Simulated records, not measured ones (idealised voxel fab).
voxel quadruple lines: a process module
In the cross-section labelled cut, the width is 265 nm and each square cell is 5 nm.
How to read a cross-section here: the picture is a grid of square cells, written as bands going from the top down, and any band can span one or more rows of cells. It is stipulated that each band's entry specify, in nanometres, the height of the top of the band and then that of its bottom, followed by the materials of the band in left-to-right sequence, each together with its width in nanometres. A single material marked by the word "throughout" is understood to fill the band from edge to edge; the word "air" is understood to denote empty space. Where do heights start? At 0: under that level the wafer as delivered is made of one material only. And the lowest band has no floor; it just carries on downward, as in "top 0, no bottom". The expression "30->40" gives the width at the extremes of the band, the first number at its top row of cells and the second at its bottom row, with the width changing by equal amounts from each row to the next in between. A step reported as "left unchanged" is a step in which no cell of the cross-section changed. "Catalogued sealed voids" enumerates empty spaces isolated from the top, with no open way to it, that contain at least 8 cells, giving each as width x height at distance from the left edge, all three in nm. Text after the settings on a step's line: the simulator's own remark on that step. overlay nm: for a step with a mask, the amount by which the mask lay right of where it was planned; a negative amount means left of it. Pairs follow: section before one process step, section after it down to the lowest changed band, step with settings underneath. Pairs may come from different runs of this module on the same starting wafer; continuity with the pair above only as stated in the "Snapshot before" entry.
[Snapshot before]
	top 60, bottom 40 | 110 air | 10 SiO2 | 25 aC | 10 SiO2 | 110 air
	top 40, bottom 20 | polySi throughout
	top 20, bottom 5 | Ru throughout
	top 5, bottom 0 | Al2O3 throughout
	top 0, no bottom | Si throughout
	Catalogued sealed voids: none
[After the Step]
	top 60, bottom 40 | 110 air | 10 SiO2 | 25 air | 10 SiO2 | 110 air
	Below a height of 40, the structure has not been altered.
	Catalogued sealed voids: none
Step, pre vs post cross-sections above: STRIP [etch materials aC]
Snapshot before: The cross-section prior to this step is the one presented after the step of the pair immediately above.
[After the Step]
	top 60, bottom 40 | 110 air | 10 SiO2 | 25 air | 10 SiO2 | 110 air
	top 40, bottom 20 | 110 air | 10 polySi | 25 air | 10 polySi | 110 air
	Below a height of 20, the structure has not been altered.
	Catalogued sealed voids: none
Step, pre vs post cross-sections above: DIRECTIONAL_ETCH [etch materials polySi] [depth nm 20]
Snapshot before: The cross-section prior to this step is the one presented after the step of the pair immediately above.
[After the Step]
	top 40, bottom 20 | 110 air | 10 polySi | 25 air | 10 polySi | 110 air
	Below a height of 20, the structure has not been altered.
	Catalogued sealed voids: none
Step, pre vs post cross-sections above: STRIP [etch materials SiO2]
Snapshot before: The cross-section prior to this step is the one presented after the step of the pair immediately above.
[After the Step]
	top 45, bottom 40 | 105 air | 20 SiN | 15 air | 20 SiN | 105 air
	top 40, bottom 25 | 105 air | 5 SiN | 10 polySi | 5 SiN | 15 air | 5 SiN | 10 polySi | 5 SiN | 105 air
	top 25, bottom 20 | 110 SiN | 10 polySi | 25 SiN | 10 polySi | 110 SiN
	Below a height of 20, the structure has not been altered.
	Catalogued sealed voids: none
Step, pre vs post cross-sections above: CONFORMAL_DEP [material SiN] [thk nm 5]
Snapshot before: The cross-section prior to this step is the one presented after the step of the pair immediately above.
[After the Step]
	top 40, bottom 20 | 105 air | 5 SiN | 10 polySi | 5 SiN | 15 air | 5 SiN | 10 polySi | 5 SiN | 105 air
	Below a height of 20, the structure has not been altered.
	Catalogued sealed voids: none
Step, pre vs post cross-sections above: DIRECTIONAL_ETCH [etch materials SiN] [depth nm 5]
Snapshot before: The cross-section prior to this step is the one presented after the step of the pair immediately above.
[After the Step]
	top 40, bottom 20 | 105 air | 5 SiN | 10 air | 5 SiN | 15 air | 5 SiN | 10 air | 5 SiN | 105 air
	Below a height of 20, the structure has not been altered.
	Catalogued sealed voids: none
Step, pre vs post cross-sections above: STRIP [etch materials polySi]
Snapshot before: The cross-section prior to this step is the one presented after the step of the pair immediately above.
[After the Step]
	top 40, bottom 20 | 105 air | 5 SiN | 10 air | 5 SiN | 15 air | 5 SiN | 10 air | 5 SiN | 105 air
	top 20, bottom 5 | 105 air | 5 Ru | 10 air | 5 Ru | 15 air | 5 Ru | 10 air | 5 Ru | 105 air
	Below a height of 5, the structure has not been altered.
	Catalogued sealed voids: none
Step, pre vs post cross-sections above: DIRECTIONAL_ETCH [etch materials Ru] [depth nm 15]
Snapshot before: The cross-section prior to this step is the one presented after the step of the pair immediately above.
[After the Step]
	top 20, bottom 5 | 105 air | 5 Ru | 10 air | 5 Ru | 15 air | 5 Ru | 10 air | 5 Ru | 105 air
	Below a height of 5, the structure has not been altered.
	Catalogued sealed voids: none
Step, pre vs post cross-sections above: STRIP [etch materials SiN]
[Snapshot before]
	top 60, bottom 40 | aC throughout
	top 40, bottom 20 | polySi throughout
	top 20, bottom 5 | Ru throughout
	top 5, bottom 0 | Al2O3 throughout
	top 0, no bottom | Si throughout
	Catalogued sealed voids: none
[After the Step]
	top 85, bottom 60 | 115 air | 20 resist | 130 air
	Below a height of 60, the structure has not been altered.
	Catalogued sealed voids: none
Step, pre vs post cross-sections above: PATTERN [tone cover] [mask id MANDREL] [material resist] [width nm 20] [thk nm 25] [overlay nm -5]
Snapshot before: The cross-section prior to this step is the one presented after the step of the pair immediately above.
[After the Step]
	top 65, bottom 60 | 115 air | 20 resist | 130 air
	top 60, bottom 40 | 115 air | 20 aC | 130 air
	Below a height of 40, the structure has not been altered.
	Catalogued sealed voids: none
Step, pre vs post cross-sections above: DIRECTIONAL_ETCH [etch materials aC] [depth nm 20]
Snapshot before: The cross-section prior to this step is the one presented after the step of the pair immediately above.
[After the Step]
	top 60, bottom 40 | 115 air | 20 aC | 130 air
	Below a height of 40, the structure has not been altered.
	Catalogued sealed voids: none
Step, pre vs post cross-sections above: STRIP [etch materials resist]
Snapshot before: The cross-section prior to this step is the one presented after the step of the pair immediately above.
[After the Step]
	top 70, bottom 60 | 105 air | 40 SiO2 | 120 air
	top 60, bottom 50 | 105 air | 10 SiO2 | 20 aC | 10 SiO2 | 120 air
	top 50, bottom 40 | 115 SiO2 | 20 aC | 130 SiO2
	Below a height of 40, the structure has not been altered.
	Catalogued sealed voids: none
Step, pre vs post cross-sections above: CONFORMAL_DEP [material SiO2] [thk nm 10]
Snapshot before: The cross-section prior to this step is the one presented after the step of the pair immediately above.
[After the Step]
	top 60, bottom 40 | 105 air | 10 SiO2 | 20 aC | 10 SiO2 | 120 air
	Below a height of 40, the structure has not been altered.
	Catalogued sealed voids: none
Step, pre vs post cross-sections above: DIRECTIONAL_ETCH [etch materials SiO2] [depth nm 10]
Snapshot before: The cross-section prior to this step is the one presented after the step of the pair immediately above.
[After the Step]
	top 60, bottom 40 | 105 air | 10 SiO2 | 20 air | 10 SiO2 | 120 air
	Below a height of 40, the structure has not been altered.
	Catalogued sealed voids: none
Step, pre vs post cross-sections above: STRIP [etch materials aC]
Snapshot before: The cross-section prior to this step is the one presented after the step of the pair immediately above.
[After the Step]
	top 60, bottom 40 | 105 air | 10 SiO2 | 20 air | 10 SiO2 | 120 air
	top 40, bottom 20 | 105 air | 10 polySi | 20 air | 10 polySi | 120 air
	Below a height of 20, the structure has not been altered.
	Catalogued sealed voids: none
Step, pre vs post cross-sections above: DIRECTIONAL_ETCH [etch materials polySi] [depth nm 20]
Snapshot before: The cross-section prior to this step is the one presented after the step of the pair immediately above.
[After the Step]
	top 40, bottom 20 | 105 air | 10 polySi | 20 air | 10 polySi | 120 air
	Below a height of 20, the structure has not been altered.
	Catalogued sealed voids: none
Step, pre vs post cross-sections above: STRIP [etch materials SiO2]
Snapshot before: The cross-section prior to this step is the one presented after the step of the pair immediately above.
[After the Step]
	top 45, bottom 40 | 100 air | 20 SiN | 10 air | 20 SiN | 115 air
	top 40, bottom 25 | 100 air | 5 SiN | 10 polySi | 5 SiN | 10 air | 5 SiN | 10 polySi | 5 SiN | 115 air
	top 25, bottom 20 | 105 SiN | 10 polySi | 20 SiN | 10 polySi | 120 SiN
	Below a height of 20, the structure has not been altered.
	Catalogued sealed voids: none
Step, pre vs post cross-sections above: CONFORMAL_DEP [material SiN] [thk nm 5]
Snapshot before: The cross-section prior to this step is the one presented after the step of the pair immediately above.
[After the Step]
	top 40, bottom 20 | 100 air | 5 SiN | 10 polySi | 5 SiN | 10 air | 5 SiN | 10 polySi | 5 SiN | 115 air
	Below a height of 20, the structure has not been altered.
	Catalogued sealed voids: none
Step, pre vs post cross-sections above: DIRECTIONAL_ETCH [etch materials SiN] [depth nm 5]
Snapshot before: The cross-section prior to this step is the one presented after the step of the pair immediately above.
[After the Step]
	top 40, bottom 20 | 100 air | 5 SiN | 10 air | 5 SiN | 10 air | 5 SiN | 10 air | 5 SiN | 115 air
	Below a height of 20, the structure has not been altered.
	Catalogued sealed voids: none
Step, pre vs post cross-sections above: STRIP [etch materials polySi]
Snapshot before: The cross-section prior to this step is the one presented after the step of the pair immediately above.
[After the Step]
	top 40, bottom 20 | 100 air | 5 SiN | 10 air | 5 SiN | 10 air | 5 SiN | 10 air | 5 SiN | 115 air
	top 20, bottom 5 | 100 air | 5 Ru | 10 air | 5 Ru | 10 air | 5 Ru | 10 air | 5 Ru | 115 air
	Below a height of 5, the structure has not been altered.
	Catalogued sealed voids: none
Step, pre vs post cross-sections above: DIRECTIONAL_ETCH [etch materials Ru] [depth nm 15]
Snapshot before: The cross-section prior to this step is the one presented after the step of the pair immediately above.
[After the Step]
	top 20, bottom 5 | 100 air | 5 Ru | 10 air | 5 Ru | 10 air | 5 Ru | 10 air | 5 Ru | 115 air
	Below a height of 5, the structure has not been altered.
	Catalogued sealed voids: none
Step, pre vs post cross-sections above: STRIP [etch materials SiN]
[Snapshot before]
	top 40, bottom 20 | 110 air | 10 polySi | 20 air | 10 polySi | 115 air
	top 20, bottom 5 | Ru throughout
	top 5, bottom 0 | Al2O3 throughout
	top 0, no bottom | Si throughout
	Catalogued sealed voids: none
[After the Step]
	top 45, bottom 40 | 105 air | 20 aC | 10 air | 20 aC | 110 air
	top 40, bottom 25 | 105 air | 5 aC | 10 polySi | 5 aC | 10 air | 5 aC | 10 polySi | 5 aC | 110 air
	top 25, bottom 20 | 110 aC | 10 polySi | 20 aC | 10 polySi | 115 aC
	Below a height of 20, the structure has not been altered.
	Catalogued sealed voids: none
Step, pre vs post cross-sections above: CONFORMAL_DEP [material aC] [thk nm 5]
[Snapshot before]
	top 60, bottom 40 | aC throughout
	top 40, bottom 20 | polySi throughout
	top 20, bottom 5 | Ru throughout
	top 5, bottom 0 | Al2O3 throughout
	top 0, no bottom | Si throughout
	Catalogued sealed voids: none
[After the Step]
	top 85, bottom 60 | 120 resist | 20 air | 125 resist
	Below a height of 60, the structure has not been altered.
	Catalogued sealed voids: none
Step, pre vs post cross-sections above: PATTERN [tone open] [mask id MANDREL] [material resist] [width nm 20] [thk nm 25] [overlay nm 0]
Snapshot before: The cross-section prior to this step is the one presented after the step of the pair immediately above.
[After the Step]
	top 65, bottom 60 | 120 resist | 20 air | 125 resist
	top 60, bottom 40 | 120 aC | 20 air | 125 aC
	Below a height of 40, the structure has not been altered.
	Catalogued sealed voids: none
Step, pre vs post cross-sections above: DIRECTIONAL_ETCH [etch materials aC] [depth nm 20]
Snapshot before: The cross-section prior to this step is the one presented after the step of the pair immediately above.
[After the Step]
	top 60, bottom 40 | 120 aC | 20 air | 125 aC
	Below a height of 40, the structure has not been altered.
	Catalogued sealed voids: none
Step, pre vs post cross-sections above: STRIP [etch materials resist]
Snapshot before: The cross-section prior to this step is the one presented after the step of the pair immediately above.
[After the Step]
	top 70, bottom 60 | SiO2 throughout
	top 60, bottom 40 | 120 aC | 20 SiO2 | 125 aC
	Below a height of 40, the structure has not been altered.
	Catalogued sealed voids: none
Step, pre vs post cross-sections above: CONFORMAL_DEP [material SiO2] [thk nm 10]
Snapshot before: The cross-section prior to this step is the one presented after the step of the pair immediately above.
[After the Step]
	top 60, bottom 40 | 120 aC | 20 SiO2 | 125 aC
	Below a height of 40, the structure has not been altered.
	Catalogued sealed voids: none
Step, pre vs post cross-sections above: DIRECTIONAL_ETCH [etch materials SiO2] [depth nm 10]
Snapshot before: The cross-section prior to this step is the one presented after the step of the pair immediately above.
[After the Step]
	top 60, bottom 40 | 120 air | 20 SiO2 | 125 air
	Below a height of 40, the structure has not been altered.
	Catalogued sealed voids: none
Step, pre vs post cross-sections above: STRIP [etch materials aC]
Snapshot before: The cross-section prior to this step is the one presented after the step of the pair immediately above.
[After the Step]
	top 60, bottom 40 | 120 air | 20 SiO2 | 125 air
	top 40, bottom 20 | 120 air | 20 polySi | 125 air
	Below a height of 20, the structure has not been altered.
	Catalogued sealed voids: none
Step, pre vs post cross-sections above: DIRECTIONAL_ETCH [etch materials polySi] [depth nm 20]
Snapshot before: The cross-section prior to this step is the one presented after the step of the pair immediately above.
[After the Step]
	top 40, bottom 20 | 120 air | 20 polySi | 125 air
	Below a height of 20, the structure has not been altered.
	Catalogued sealed voids: none
Step, pre vs post cross-sections above: STRIP [etch materials SiO2]
Snapshot before: The cross-section prior to this step is the one presented after the step of the pair immediately above.
[After the Step]
	top 45, bottom 40 | 115 air | 30 SiN | 120 air
	top 40, bottom 25 | 115 air | 5 SiN | 20 polySi | 5 SiN | 120 air
	top 25, bottom 20 | 120 SiN | 20 polySi | 125 SiN
	Below a height of 20, the structure has not been altered.
	Catalogued sealed voids: none
Step, pre vs post cross-sections above: CONFORMAL_DEP [material SiN] [thk nm 5]
Snapshot before: The cross-section prior to this step is the one presented after the step of the pair immediately above.
[After the Step]
	top 40, bottom 20 | 115 air | 5 SiN | 20 polySi | 5 SiN | 120 air
	Below a height of 20, the structure has not been altered.
	Catalogued sealed voids: none
Step, pre vs post cross-sections above: DIRECTIONAL_ETCH [etch materials SiN] [depth nm 5]
Snapshot before: The cross-section prior to this step is the one presented after the step of the pair immediately above.
[After the Step]
	top 40, bottom 20 | 115 air | 5 SiN | 20 air | 5 SiN | 120 air
	Below a height of 20, the structure has not been altered.
	Catalogued sealed voids: none
Step, pre vs post cross-sections above: STRIP [etch materials polySi]
Snapshot before: The cross-section prior to this step is the one presented after the step of the pair immediately above.
[After the Step]
	top 40, bottom 20 | 115 air | 5 SiN | 20 air | 5 SiN | 120 air
	top 20, bottom 5 | 115 air | 5 Ru | 20 air | 5 Ru | 120 air
	Below a height of 5, the structure has not been altered.
	Catalogued sealed voids: none
Step, pre vs post cross-sections above: DIRECTIONAL_ETCH [etch materials Ru] [depth nm 15]
Snapshot before: The cross-section prior to this step is the one presented after the step of the pair immediately above.
[After the Step]
	top 20, bottom 5 | 115 air | 5 Ru | 20 air | 5 Ru | 120 air
	Below a height of 5, the structure has not been altered.
	Catalogued sealed voids: none
Step, pre vs post cross-sections above: STRIP [etch materials SiN]
